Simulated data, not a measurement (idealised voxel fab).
This section sets out a process module, namely voxel self aligned vias.
260 nm wide, 5 nm square cells: that's cross-section cut.
In what follows, cross-sections appear as grids of square cells, described through bands that run from the top down, where every band is one or more rows of cells. Read a band's entry like this: the first values are the height of its top and the height of its bottom in nm, and what follows is the sequence of materials from left to right, each with its width in nm. Note that "air" is empty space, and that a single material marked "full width" reaches across the band from edge to edge. Height is counted from the level 0, under which the received wafer is composed throughout of one material. The lowest of the bands is not closed at the bottom but continues downward, in the notation "top 0, no bottom". Top row gets the first number, bottom row gets the second, and each row in between changes by the same step: that is how a band width like "30 to 40" works. When a step is marked "all unchanged", none of the cells in the cross-section changed during that step. "Sealed-off cavities" lists enclosed empty spaces (at least 8 cells, no open path upward to the top), each as width x height at distance from the left edge, in nm. That trailing text on a step's line, after the settings, is the simulator's own remark on the step. The "overlay nm" setting may appear on a step's line; for a step that uses a mask, it gives how far to the right of its planned position the mask lay, and a negative value indicates the left.

**The steps planned for the process are as follows**
| 1 | RECEIVE,material Si |
| 2 | CONFORMAL_DEP,material SiO2,thk nm 15 |
| 3 | CONFORMAL_DEP,material SiCN,thk nm 5 |
| 4 | DIRECTIONAL_DEP,material lowk,thk nm 20 |
| 5 | PATTERN,tone open,mask id LINES,material resist,width nm 20,pitch nm 60,thk nm 15,overlay nm 0 |
| 6 | DIRECTIONAL_ETCH,etch materials lowk,depth nm 20 |
| 7 | STRIP,etch materials resist |
| 8 | CONFORMAL_DEP,material TiN,thk nm 5 |
| 9 | FILL_DEP,material Ru,thk nm 10 |
| 10 | CMP,height nm 40 |
| 11 | SELECTIVE_ETCH,etch materials W Ru TiN,depth nm 10 |
| 12 | FILL_DEP,material SiN,thk nm 5 |
| 13 | CMP,height nm 40 |
| 14 | DIRECTIONAL_DEP,material lowk,thk nm 20 |
| 15 | MASKED_ETCH,tone open,mask id VIAS,width nm 40,etch materials lowk,depth nm 20,overlay nm 0 |
| 16 | MASKED_ETCH,tone open,mask id VIAS,width nm 40,etch materials SiN,depth nm 10,overlay nm 0 |
| 17 | CONFORMAL_DEP,material TiN,thk nm 5 |
| 18 | FILL_DEP,material Cu,thk nm 10 |
| 19 | CMP,height nm 60 |
| 20 | CONFORMAL_DEP,material SiCN,thk nm 5 |
Variable across wafers: step 3 thk nm (plan value is that of the first wafer; starting state common to all).

**As received, i.e. after step 1: cross-section through the first of several wafers**
    top 0, no bottom = Si full width
    Sealed-off cavities: none

**Basically each wafer gets a line in the table, showing it at the end of the module: material by material, the cells it gained (+) or lost (-) since we got it, then its closed voids**
thk nm 5, +22 Cu, +4 Ru, +104 SiCN, +8 SiN, +156 SiO2, +30 TiN, +352 lowk, Sealed-off cavities: none
thk nm 10, +22 Cu, +156 SiCN, +8 SiN, +156 SiO2, +26 TiN, +308 lowk, Sealed-off cavities: none
thk nm 15, +22 Cu, +208 SiCN, +8 SiN, +156 SiO2, +18 TiN, +264 lowk, Sealed-off cavities: none
thk nm 20, +20 Cu, +260 SiCN, +4 SiN, +156 SiO2, +16 TiN, +220 lowk, Sealed-off cavities: none
